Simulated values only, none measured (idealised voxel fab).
process module | voxel transistor to metal
cross-section cut | 160 nm wide | cells 5 nm
A cross-section is a grid of square cells, given in bands from the top down. A band is one or more rows of cells.
Each band's line starts with the height of the band's top and of its bottom, in nm. Then come its materials from left to right, each with its width in nm. One material with "throughout" fills the band from edge to edge. "air" is empty space.
Height 0 is the level under which the wafer as received is all one material. The lowest band goes on downwards, as in "0 down".
A width such as "30 to 40" changes by the same amount from each row of cells to the next, from the band's top row to its bottom row.
"no change" after a step means that no cell of the cross-section changed.
closed voids: empty space of 8 cells or more with no open way to the top, each as width x height at its distance from the left edge, in nm
after a step's settings: what the simulator itself notes on the step
overlay nm, on a step with a mask: how far to the right of its planned place the mask lay; to the left if negative
plan
1 op RECEIVE | material Si
2 op OXIDIZE | depth nm 5
3 op CONFORMAL_DEP | material SiN | thk nm 10
4 op DIRECTIONAL_DEP | material aC | thk nm 15
5 op PATTERN | tone cover | mask id ACTIVE | material resist | width nm 115 | thk nm 35 | overlay nm 0
6 op DIRECTIONAL_ETCH | etch materials aC | depth nm 15
7 op STRIP | etch materials resist
8 op DIRECTIONAL_ETCH | etch materials SiN | depth nm 10
9 op DIRECTIONAL_ETCH | etch materials SiO2 | depth nm 5
10 op DIRECTIONAL_ETCH | etch materials Si | depth nm 30
11 op STRIP | etch materials aC
12 op OXIDIZE | depth nm 5
13 op FILL_DEP | material SiO2 | thk nm 10
14 op CMP | height nm 10
15 op SELECTIVE_ETCH | etch materials SiO2 | depth nm 5
16 op STRIP | etch materials SiN
17 op SELECTIVE_ETCH | etch materials SiO2 | depth nm 5
18 op OXIDIZE | depth nm 5
19 op DIRECTIONAL_DEP | material polySi | thk nm 20
20 op DIRECTIONAL_DEP | material SiCN | thk nm 10
21 op DIRECTIONAL_DEP | material aC | thk nm 15
22 op PATTERN | tone cover | mask id GATE | material resist | width nm 15 | thk nm 30 | overlay nm 0
23 op DIRECTIONAL_ETCH | etch materials aC | depth nm 15
24 op STRIP | etch materials resist
25 op DIRECTIONAL_ETCH | etch materials SiCN | depth nm 20
26 op DIRECTIONAL_ETCH | etch materials polySi | depth nm 30
27 op STRIP | etch materials aC
28 op CONFORMAL_DEP | material SiN | thk nm 10
29 op DIRECTIONAL_ETCH | etch materials SiN | depth nm 10
30 op DIRECTIONAL_ETCH | etch materials SiO2 | depth nm 5
31 op DIRECTIONAL_ETCH | etch materials Si | depth nm 5
32 op EPI | material nSi | thk nm 10
33 op FILL_DEP | material SiO2 | thk nm 5
34 op CMP | height nm 25
35 op DIRECTIONAL_DEP | material SiO2 | thk nm 15
36 op PATTERN | tone open | mask id CONTACT | material resist | width nm 35 | pitch nm 60 | thk nm 20 | overlay nm 0
37 op DIRECTIONAL_ETCH | etch materials SiO2 | depth nm 45
38 op STRIP | etch materials resist
39 op CONFORMAL_DEP | material TiN | thk nm 5
40 op FILL_DEP | material W | thk nm 5
41 op CMP | height nm 40
42 op CONFORMAL_DEP | material SiCN | thk nm 5
43 op DIRECTIONAL_DEP | material lowk | thk nm 15
44 op MASKED_ETCH | tone open | mask id METAL_1 | width nm 20 | pitch nm 75 | etch materials lowk | depth nm 15 | overlay nm 0
45 op MASKED_ETCH | tone open | mask id METAL_1 | width nm 20 | pitch nm 75 | etch materials SiCN | depth nm 5 | overlay nm 0
46 op CONFORMAL_DEP | material TiN | thk nm 5
47 op FILL_DEP | material Cu | thk nm 5
48 op CMP | height nm 60
49 op EPI | material Ru | thk nm 5
50 op FILL_DEP | material SiCN | thk nm 5
first wafer, as planned
as received, after step 1
  0 down: Si throughout
  closed voids: none
after step 2
  0 to -5: SiO2 throughout
  below -5: unchanged
after step 3
  10 to 0: SiN throughout
  below 0: unchanged
after step 4
  25 to 10: aC throughout
  below 10: unchanged
after step 5
  60 to 25: air 20 | resist 115 | air 25
  below 25: unchanged
after step 6
  45 to 25: air 20 | resist 115 | air 25
  25 to 10: air 20 | aC 115 | air 25
  below 10: unchanged
after step 7
  25 to 10: air 20 | aC 115 | air 25
  below 10: unchanged
after step 8
  25 to 10: air 20 | aC 115 | air 25
  10 to 0: air 20 | SiN 115 | air 25
  below 0: unchanged
after step 9
  25 to 10: air 20 | aC 115 | air 25
  10 to 0: air 20 | SiN 115 | air 25
  0 to -5: air 20 | SiO2 115 | air 25
  below -5: unchanged
after step 10
  25 to 10: air 20 | aC 115 | air 25
  10 to 0: air 20 | SiN 115 | air 25
  0 to -5: air 20 | SiO2 115 | air 25
  -5 to -35: air 20 | Si 115 | air 25
  below -35: unchanged
after step 11
  10 to 0: air 20 | SiN 115 | air 25
  below 0: unchanged
after step 12
  10 to 0: air 20 | SiN 115 | air 25
  0 to -5: air 20 | SiO2 115 | air 25
  -5 to -35: air 20 | SiO2 5 | Si 105 | SiO2 5 | air 25
  -35 to -40: SiO2 25 | Si 105 | SiO2 30
  below -40: unchanged
after step 13
  20 to 10: SiO2 throughout
  10 to 0: SiO2 20 | SiN 115 | SiO2 25
  0 to -5: SiO2 throughout
  -5 to -40: SiO2 25 | Si 105 | SiO2 30
  below -40: unchanged
after step 14
  10 to 0: SiO2 20 | SiN 115 | SiO2 25
  below 0: unchanged
after step 15
  10 to 5: air 20 | SiN 115 | air 25
  below 5: unchanged
after step 16
  5 to 0: SiO2 20 | air 115 | SiO2 25
  below 0: unchanged
after step 17
  0 to -5: SiO2 15 | air 125 | SiO2 20
  below -5: unchanged
after step 18
  0 to -5: SiO2 15 | air 125 | SiO2 20
  -5 to -10: SiO2 throughout
  below -10: unchanged
after step 19
  20 to 15: polySi 15 | air 125 | polySi 20
  15 to 0: polySi throughout
  0 to -5: SiO2 15 | polySi 125 | SiO2 20
  below -5: unchanged
after step 20
  30 to 25: SiCN 15 | air 125 | SiCN 20
  25 to 20: SiCN throughout
  20 to 15: polySi 15 | SiCN 125 | polySi 20
  below 15: unchanged
after step 21
  45 to 40: aC 15 | air 125 | aC 20
  40 to 30: aC throughout
  30 to 25: SiCN 15 | aC 125 | SiCN 20
  below 25: unchanged
after step 22
  75 to 45: air 70 | resist 15 | air 75
  45 to 40: aC 15 | air 55 | resist 15 | air 55 | aC 20
  below 40: unchanged
after step 23
  60 to 40: air 70 | resist 15 | air 75
  40 to 30: air 70 | aC 15 | air 75
  30 to 25: SiCN 15 | air 55 | aC 15 | air 55 | SiCN 20
  below 25: unchanged
after step 24
  40 to 30: air 70 | aC 15 | air 75
  below 30: unchanged
after step 25
  40 to 25: air 70 | aC 15 | air 75
  25 to 20: air 70 | SiCN 15 | air 75
  20 to 15: polySi 15 | air 55 | SiCN 15 | air 55 | polySi 20
  below 15: unchanged
after step 26
  40 to 25: air 70 | aC 15 | air 75
  25 to 15: air 70 | SiCN 15 | air 75
  15 to 0: air 70 | polySi 15 | air 75
  0 to -5: SiO2 15 | air 55 | polySi 15 | air 55 | SiO2 20
  below -5: unchanged
after step 27
  25 to 15: air 70 | SiCN 15 | air 75
  below 15: unchanged
after step 28
  35 to 25: air 60 | SiN 35 | air 65
  25 to 15: air 60 | SiN 10 | SiCN 15 | SiN 10 | air 65
  15 to 10: air 60 | SiN 10 | polySi 15 | SiN 10 | air 65
  10 to 5: SiN 25 | air 35 | SiN 10 | polySi 15 | SiN 10 | air 35 | SiN 30
  5 to 0: SiN 70 | polySi 15 | SiN 75
  0 to -5: SiO2 15 | SiN 55 | polySi 15 | SiN 55 | SiO2 20
  below -5: unchanged
after step 29
  25 to 15: air 60 | SiN 10 | SiCN 15 | SiN 10 | air 65
  15 to 0: air 60 | SiN 10 | polySi 15 | SiN 10 | air 65
  0 to -5: SiO2 15 | SiN 10 | air 35 | SiN 10 | polySi 15 | SiN 10 | air 35 | SiN 10 | SiO2 20
  below -5: unchanged
after step 30
  25 to 15: air 60 | SiN 10 | SiCN 15 | SiN 10 | air 65
  15 to 0: air 60 | SiN 10 | polySi 15 | SiN 10 | air 65
  0 to -5: air 15 | SiN 10 | air 35 | SiN 10 | polySi 15 | SiN 10 | air 35 | SiN 10 | air 20
  -5 to -10: SiO2 25 | air 35 | SiO2 35 | air 35 | SiO2 30
  below -10: unchanged
after step 31
  25 to 15: air 60 | SiN 10 | SiCN 15 | SiN 10 | air 65
  15 to 0: air 60 | SiN 10 | polySi 15 | SiN 10 | air 65
  0 to -5: air 15 | SiN 10 | air 35 | SiN 10 | polySi 15 | SiN 10 | air 35 | SiN 10 | air 20
  -5 to -10: SiO2 25 | air 35 | SiO2 35 | air 35 | SiO2 30
  -10 to -15: SiO2 25 | air 35 | Si 35 | air 35 | SiO2 30
  below -15: unchanged
after step 32
  25 to 15: air 60 | SiN 10 | SiCN 15 | SiN 10 | air 65
  15 to 0: air 60 | SiN 10 | polySi 15 | SiN 10 | air 65
  0 to -5: air 15 | SiN 10 | air 25 | nSi 10 | SiN 10 | polySi 15 | SiN 10 | nSi 10 | air 25 | SiN 10 | air 20
  -5 to -10: SiO2 25 | nSi 35 | SiO2 35 | nSi 35 | SiO2 30
  -10 to -15: SiO2 25 | nSi 35 | Si 35 | nSi 35 | SiO2 30
  below -15: unchanged
after step 33
  30 to 25: SiO2 throughout
  25 to 15: SiO2 60 | SiN 10 | SiCN 15 | SiN 10 | SiO2 65
  15 to 0: SiO2 60 | SiN 10 | polySi 15 | SiN 10 | SiO2 65
  0 to -5: SiO2 15 | SiN 10 | SiO2 25 | nSi 10 | SiN 10 | polySi 15 | SiN 10 | nSi 10 | SiO2 25 | SiN 10 | SiO2 20
  below -5: unchanged
after step 34
  25 to 15: SiO2 60 | SiN 10 | SiCN 15 | SiN 10 | SiO2 65
  below 15: unchanged
after step 35
  40 to 25: SiO2 throughout
  below 25: unchanged
after step 36
  60 to 40: resist 30 | air 35 | resist 25 | air 35 | resist 35
  below 40: unchanged
after step 37
  60 to 40: resist 30 | air 35 | resist 25 | air 35 | resist 35
  40 to 25: SiO2 30 | air 35 | SiO2 25 | air 35 | SiO2 35
  25 to 15: SiO2 30 | air 30 | SiN 10 | SiCN 15 | SiN 10 | air 30 | SiO2 35
  15 to 0: SiO2 30 | air 30 | SiN 10 | polySi 15 | SiN 10 | air 30 | SiO2 35
  0 to -5: SiO2 15 | SiN 10 | SiO2 5 | air 20 | nSi 10 | SiN 10 | polySi 15 | SiN 10 | nSi 10 | air 20 | SiO2 5 | SiN 10 | SiO2 20
  below -5: unchanged
after step 38
  40 to 25: SiO2 30 | air 35 | SiO2 25 | air 35 | SiO2 35
  below 25: unchanged
after step 39
  45 to 40: TiN 35 | air 25 | TiN 35 | air 25 | TiN 40
  40 to 30: SiO2 30 | TiN 5 | air 25 | TiN 5 | SiO2 25 | TiN 5 | air 25 | TiN 5 | SiO2 35
  30 to 25: SiO2 30 | TiN 5 | air 20 | TiN 10 | SiO2 25 | TiN 10 | air 20 | TiN 5 | SiO2 35
  25 to 15: SiO2 30 | TiN 5 | air 20 | TiN 5 | SiN 10 | SiCN 15 | SiN 10 | TiN 5 | air 20 | TiN 5 | SiO2 35
  15 to 5: SiO2 30 | TiN 5 | air 20 | TiN 5 | SiN 10 | polySi 15 | SiN 10 | TiN 5 | air 20 | TiN 5 | SiO2 35
  5 to 0: SiO2 30 | TiN 5 | air 10 | TiN 15 | SiN 10 | polySi 15 | SiN 10 | TiN 15 | air 10 | TiN 5 | SiO2 35
  0 to -5: SiO2 15 | SiN 10 | SiO2 5 | TiN 20 | nSi 10 | SiN 10 | polySi 15 | SiN 10 | nSi 10 | TiN 20 | SiO2 5 | SiN 10 | SiO2 20
  below -5: unchanged
after step 40
  50 to 45: W throughout
  45 to 40: TiN 35 | W 25 | TiN 35 | W 25 | TiN 40
  40 to 30: SiO2 30 | TiN 5 | W 25 | TiN 5 | SiO2 25 | TiN 5 | W 25 | TiN 5 | SiO2 35
  30 to 25: SiO2 30 | TiN 5 | W 20 | TiN 10 | SiO2 25 | TiN 10 | W 20 | TiN 5 | SiO2 35
  25 to 15: SiO2 30 | TiN 5 | W 20 | TiN 5 | SiN 10 | SiCN 15 | SiN 10 | TiN 5 | W 20 | TiN 5 | SiO2 35
  15 to 5: SiO2 30 | TiN 5 | W 20 | TiN 5 | SiN 10 | polySi 15 | SiN 10 | TiN 5 | W 20 | TiN 5 | SiO2 35
  5 to 0: SiO2 30 | TiN 5 | W 10 | TiN 15 | SiN 10 | polySi 15 | SiN 10 | TiN 15 | W 10 | TiN 5 | SiO2 35
  below 0: unchanged
after step 41
  40 to 30: SiO2 30 | TiN 5 | W 25 | TiN 5 | SiO2 25 | TiN 5 | W 25 | TiN 5 | SiO2 35
  below 30: unchanged
after step 42
  45 to 40: SiCN throughout
  below 40: unchanged
after step 43
  60 to 45: lowk throughout
  below 45: unchanged
after step 44
  60 to 45: lowk 30 | air 20 | lowk 55 | air 20 | lowk 35
  below 45: unchanged
after step 45
  60 to 45: lowk 30 | air 20 | lowk 55 | air 20 | lowk 35
  45 to 40: SiCN 30 | air 20 | SiCN 55 | air 20 | SiCN 35
  below 40: unchanged
after step 46
  65 to 60: TiN 35 | air 10 | TiN 65 | air 10 | TiN 40
  60 to 45: lowk 30 | TiN 5 | air 10 | TiN 5 | lowk 55 | TiN 5 | air 10 | TiN 5 | lowk 35
  45 to 40: SiCN 30 | TiN 20 | SiCN 55 | TiN 20 | SiCN 35
  below 40: unchanged
after step 47
  70 to 65: Cu throughout
  65 to 60: TiN 35 | Cu 10 | TiN 65 | Cu 10 | TiN 40
  60 to 45: lowk 30 | TiN 5 | Cu 10 | TiN 5 | lowk 55 | TiN 5 | Cu 10 | TiN 5 | lowk 35
  below 45: unchanged
after step 48
  60 to 45: lowk 30 | TiN 5 | Cu 10 | TiN 5 | lowk 55 | TiN 5 | Cu 10 | TiN 5 | lowk 35
  below 45: unchanged
after step 49
  65 to 60: air 25 | Ru 30 | air 45 | Ru 30 | air 30
  below 60: unchanged
after step 50
  70 to 65: SiCN throughout
  65 to 60: SiCN 25 | Ru 30 | SiCN 45 | Ru 30 | SiCN 30
  below 60: unchanged
second wafer: like start, like plan, one mistake. Through step 32 it matches the first wafer
when step 33 should have ended
  30 to 25: SiCN throughout
  25 to 15: SiCN 60 | SiN 10 | SiCN 15 | SiN 10 | SiCN 65
  15 to 0: SiCN 60 | SiN 10 | polySi 15 | SiN 10 | SiCN 65
  0 to -5: SiCN 15 | SiN 10 | SiCN 25 | nSi 10 | SiN 10 | polySi 15 | SiN 10 | nSi 10 | SiCN 25 | SiN 10 | SiCN 20
  below -5: unchanged
when step 34 should have ended
  25 to 15: SiCN 60 | SiN 10 | SiCN 15 | SiN 10 | SiCN 65
  below 15: unchanged
when step 35 should have ended
  40 to 25: SiO2 throughout
  below 25: unchanged
when step 36 should have ended
  60 to 40: resist 30 | air 35 | resist 25 | air 35 | resist 35
  below 40: unchanged
when step 37 should have ended
  60 to 40: resist 30 | air 35 | resist 25 | air 35 | resist 35
  40 to 25: SiO2 30 | air 35 | SiO2 25 | air 35 | SiO2 35
  below 25: unchanged
when step 38 should have ended
  40 to 25: SiO2 30 | air 35 | SiO2 25 | air 35 | SiO2 35
  below 25: unchanged
when step 39 should have ended
  45 to 40: TiN 35 | air 25 | TiN 35 | air 25 | TiN 40
  40 to 30: SiO2 30 | TiN 5 | air 25 | TiN 5 | SiO2 25 | TiN 5 | air 25 | TiN 5 | SiO2 35
  30 to 25: SiO2 30 | TiN 35 | SiO2 25 | TiN 35 | SiO2 35
  below 25: unchanged
when step 40 should have ended
  50 to 45: W throughout
  45 to 40: TiN 35 | W 25 | TiN 35 | W 25 | TiN 40
  40 to 30: SiO2 30 | TiN 5 | W 25 | TiN 5 | SiO2 25 | TiN 5 | W 25 | TiN 5 | SiO2 35
  below 30: unchanged
when step 41 should have ended
  40 to 30: SiO2 30 | TiN 5 | W 25 | TiN 5 | SiO2 25 | TiN 5 | W 25 | TiN 5 | SiO2 35
  below 30: unchanged
when step 42 should have ended
  45 to 40: SiCN throughout
  below 40: unchanged
when step 43 should have ended
  60 to 45: lowk throughout
  below 45: unchanged
when step 44 should have ended
  60 to 45: lowk 30 | air 20 | lowk 55 | air 20 | lowk 35
  below 45: unchanged
when step 45 should have ended
  60 to 45: lowk 30 | air 20 | lowk 55 | air 20 | lowk 35
  45 to 40: SiCN 30 | air 20 | SiCN 55 | air 20 | SiCN 35
  below 40: unchanged
when step 46 should have ended
  65 to 60: TiN 35 | air 10 | TiN 65 | air 10 | TiN 40
  60 to 45: lowk 30 | TiN 5 | air 10 | TiN 5 | lowk 55 | TiN 5 | air 10 | TiN 5 | lowk 35
  45 to 40: SiCN 30 | TiN 20 | SiCN 55 | TiN 20 | SiCN 35
  below 40: unchanged
when step 47 should have ended
  70 to 65: Cu throughout
  65 to 60: TiN 35 | Cu 10 | TiN 65 | Cu 10 | TiN 40
  60 to 45: lowk 30 | TiN 5 | Cu 10 | TiN 5 | lowk 55 | TiN 5 | Cu 10 | TiN 5 | lowk 35
  below 45: unchanged
when step 48 should have ended
  60 to 45: lowk 30 | TiN 5 | Cu 10 | TiN 5 | lowk 55 | TiN 5 | Cu 10 | TiN 5 | lowk 35
  below 45: unchanged
when step 49 should have ended
  65 to 60: air 25 | Ru 30 | air 45 | Ru 30 | air 30
  below 60: unchanged
when step 50 should have ended
  70 to 65: SiCN throughout
  65 to 60: SiCN 25 | Ru 30 | SiCN 45 | Ru 30 | SiCN 30
  below 60: unchanged
what went wrong: step 33 ran as: op FILL_DEP | material SiCN | thk nm 5
at the end the second wafer has, in cells: 142 more of SiCN | 74 fewer of SiO2 | 24 fewer of TiN | 44 fewer of W
